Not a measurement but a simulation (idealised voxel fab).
A process module follows: voxel wiring stack.
Xsec cut, 270 nm wide, square cell size 5 nm.
How to read a cross-section here: the picture is a grid of square cells, written as bands going from the top down, and any band can span one or more rows of cells. Per band: top height and bottom height in nm, followed by the left-to-right materials and their widths in nm; "everywhere" marks a single material spanning edge to edge, "empty" marks empty space. Below 0: as-received wafer, all one material; heights counted from there. Lowest band: no bottom, goes on down, written "top 0, no bottom". A width given as "30..40" starts at the first number in the band's top row and ends at the second number in its bottom row, shifting by an equal amount at every step from row to row. What does "all unchanged" mean for a step? It means no cell of the cross-section changed in that step. Entry "Fully sealed voids". Content: empty spaces with no open connection to the top, size 8 cells or greater. Each: width x height at distance. Distance: from left edge. Unit: nm. Whatever follows a step's settings on its line is a remark the simulator itself makes about that step. The line of a step may include "overlay nm". On a step with a mask, this value is how far to the right of its planned place the mask lay. A negative value means the mask lay to the left.
[Here's what the planned process steps look like]
1: RECEIVE,material Si
2: CONFORMAL_DEP,material SiO2,thk nm 15
3: CONFORMAL_DEP,material SiCN,thk nm 5
4: DIRECTIONAL_DEP,material SiO2,thk nm 25
5: MASKED_ETCH,tone open,mask id METAL_1,width nm 20,pitch nm 40,etch materials SiO2,depth nm 25,overlay nm 0
6: MASKED_ETCH,tone open,mask id METAL_1,width nm 20,pitch nm 40,etch materials SiCN,depth nm 5,overlay nm 0
7: CONFORMAL_DEP,material TiN,thk nm 5
8: FILL_DEP,material Cu,thk nm 5
9: CMP,height nm 45
10: EPI,material Ru,thk nm 5
11: FILL_DEP,material SiCN,thk nm 5
12: DIRECTIONAL_DEP,material lowk,thk nm 10
13: MASKED_ETCH,tone open,mask id PLUG_1,width nm 15,pitch nm 40,etch materials lowk,depth nm 10,overlay nm 0
14: MASKED_ETCH,tone open,mask id PLUG_1,width nm 15,pitch nm 40,etch materials SiCN,depth nm 5,overlay nm 0
15: CONFORMAL_DEP,material TiN,thk nm 5
16: FILL_DEP,material W,thk nm 10
17: CMP,height nm 65
18: DIRECTIONAL_DEP,material TiN,thk nm 5
19: DIRECTIONAL_DEP,material W,thk nm 25
20: MASKED_ETCH,tone cover,mask id METAL_2,width nm 20,pitch nm 40,etch materials W,depth nm 25,overlay nm 0
21: MASKED_ETCH,tone cover,mask id METAL_2,width nm 20,pitch nm 40,etch materials TiN,depth nm 5,overlay nm 0
22: CONFORMAL_DEP,material SiCN,thk nm 5
23: FILL_DEP,material lowk,thk nm 10
24: CMP,height nm 95
25: CONFORMAL_DEP,material SiCN,thk nm 5
[Wafer as received: cross-section following step 1]
- top 0, no bottom  Si everywhere
- Fully sealed voids: none
[First of two wafers at the end of the module, shown in cross-section; run carried out as planned]
- top 100, bottom 95  SiCN everywhere
- top 95, bottom 70  100 of lowk | 5 of SiCN | 20 of W | 5 of SiCN | 10 of lowk | 5 of SiCN | 20 of W | 5 of SiCN | 100 of lowk
- top 70, bottom 65  105 of SiCN | 20 of TiN | 20 of SiCN | 20 of TiN | 105 of SiCN
- top 65, bottom 55  105 of lowk | 5 of TiN | 5 of W | 5 of TiN | 25 of lowk | 5 of TiN | 5 of W | 5 of TiN | 110 of lowk
- top 55, bottom 50  105 of SiCN | 15 of TiN | 25 of SiCN | 15 of TiN | 110 of SiCN
- top 50, bottom 45  100 of SiCN | 30 of Ru | 10 of SiCN | 30 of Ru | 100 of SiCN
- top 45, bottom 20  105 of SiO2 | 5 of TiN | 10 of Cu | 5 of TiN | 20 of SiO2 | 5 of TiN | 10 of Cu | 5 of TiN | 105 of SiO2
- top 20, bottom 15  105 of SiCN | 20 of TiN | 20 of SiCN | 20 of TiN | 105 of SiCN
- top 15, bottom 0  SiO2 everywhere
- top 0, no bottom  Si everywhere
- Fully sealed voids: none
[Presented here is a cross-section of the second of the two wafers as it stood at the end of the module. It was started in the same manner and assigned the same plan as the first wafer; however, one mistake was made in its execution]
- top 100, bottom 95  SiCN everywhere
- top 95, bottom 70  100 of lowk | 5 of SiCN | 20 of W | 5 of SiCN | 10 of lowk | 5 of SiCN | 20 of W | 5 of SiCN | 100 of lowk
- top 70, bottom 65  105 of SiCN | 20 of TiN | 20 of SiCN | 20 of TiN | 105 of SiCN
- top 65, bottom 55  100 of lowk | 5..10 of TiN | 15..5 of W | 5..10 of TiN | 15 of lowk | 5..10 of TiN | 15..5 of W | 5..10 of TiN | 105 of lowk
- top 55, bottom 50  105 of SiCN | 15 of TiN | 25 of SiCN | 15 of TiN | 110 of SiCN
- top 50, bottom 45  100 of SiCN | 30 of Ru | 10 of SiCN | 30 of Ru | 100 of SiCN
- top 45, bottom 20  105 of SiO2 | 5 of TiN | 10 of Cu | 5 of TiN | 20 of SiO2 | 5 of TiN | 10 of Cu | 5 of TiN | 105 of SiO2
- top 20, bottom 15  105 of SiCN | 20 of TiN | 20 of SiCN | 20 of TiN | 105 of SiCN
- top 15, bottom 0  SiO2 everywhere
- top 0, no bottom  Si everywhere
- Fully sealed voids: none
Diagnosis: step 13 did not use the planned setting and instead ran as MASKED_ETCH,tone open,mask id PLUG_1,width nm 25,pitch nm 40,etch materials lowk,depth nm 10,overlay nm 0
Bottom line after processing is that, in cells, the second wafer is up or down on some materials versus the first: TiN: 4 more; W: 4 more; lowk: 8 fewer
